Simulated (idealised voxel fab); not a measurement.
Process module name: voxel fin reveal
Cross-section cut: width 200 nm, square cells of 5 nm.
We lay out every cross-section as a grid of square cells and spell it out in bands from the top down, where one band means one or more rows of cells. Within each band entry, the heights of the top and of the bottom of the band appear first, in that order and in nm; the materials of the band then follow from left to right, each with its corresponding width in nm. The designation "full width" on a single material indicates that it fills the band from edge to edge; the designation "air" indicates empty space. Note: height 0 marks the level under which the wafer is uniformly one material as received. Lowest band unbounded below, written "0 -> down". Read "30->40" as a graded width: first number on top, second number at the bottom, same change between each pair of neighbouring rows. Step note "no alterations made" = no cross-section cell changed. This entry, "Internal closed voids", enumerates those empty regions of no fewer than 8 cells that possess no open connection to the top. Each region is reported in the form width x height at distance, the distance being taken from the left edge, with all three quantities expressed in nm. It should be noted that, on the line of a given step, the content following the step's settings is a remark produced by the simulator itself with respect to that step. "overlay nm", when on a step's line for a step with a mask, measures how far to the right of its planned place the mask lay; a negative measure means to the left.

# Planned process steps
1: RECEIVE with material Si
2: CONFORMAL_DEP with material SiN, thk nm 5
3: DIRECTIONAL_DEP with material aC, thk nm 15
4: PATTERN with tone cover, mask id FINS, material resist, width nm 15, pitch nm 35, thk nm 35, overlay nm 0
5: DIRECTIONAL_ETCH with etch materials aC, depth nm 15
6: STRIP with etch materials resist
7: DIRECTIONAL_ETCH with etch materials SiN, depth nm 5
8: DIRECTIONAL_ETCH with etch materials Si, depth nm 35
9: STRIP with etch materials aC
10: OXIDIZE with depth nm 5
11: FILL_DEP with material SiO2, thk nm 10
12: CMP with height nm 5
13: SELECTIVE_ETCH with etch materials SiO2, depth nm 30
14: STRIP with etch materials SiN

# Cross-section of the incoming wafer, state after step 1
> 0 -> down = Si full width
> Internal closed voids: none

# Post-module cross-section of the first of two wafers (run per plan)
> 0 -> -25 = air (80)  Si (5)  air (30)  Si (5)  air (80)
> -25 -> -40 = SiO2 (80)  Si (5)  SiO2 (30)  Si (5)  SiO2 (80)
> -40 -> down = Si full width
> Internal closed voids: none

# End-of-module cross-section of the second wafer: identical starting point and process plan to the first, with one processing mistake
> 5 -> 0 = air (75)  SiN (15)  air (20)  SiN (15)  air (75)
> 0 -> -40 = air (80)  Si (5)  air (30)  Si (5)  air (80)
> -40 -> down = Si full width
> Internal closed voids: none
Which mistake was made when the wafer was run? step 14 was run on a setting that differed from the plan, and what really ran there is STRIP with etch materials SiO2
Final tally in cells, some materials are higher or lower on the second wafer than on the first: 6 more of SiN; 114 fewer of SiO2
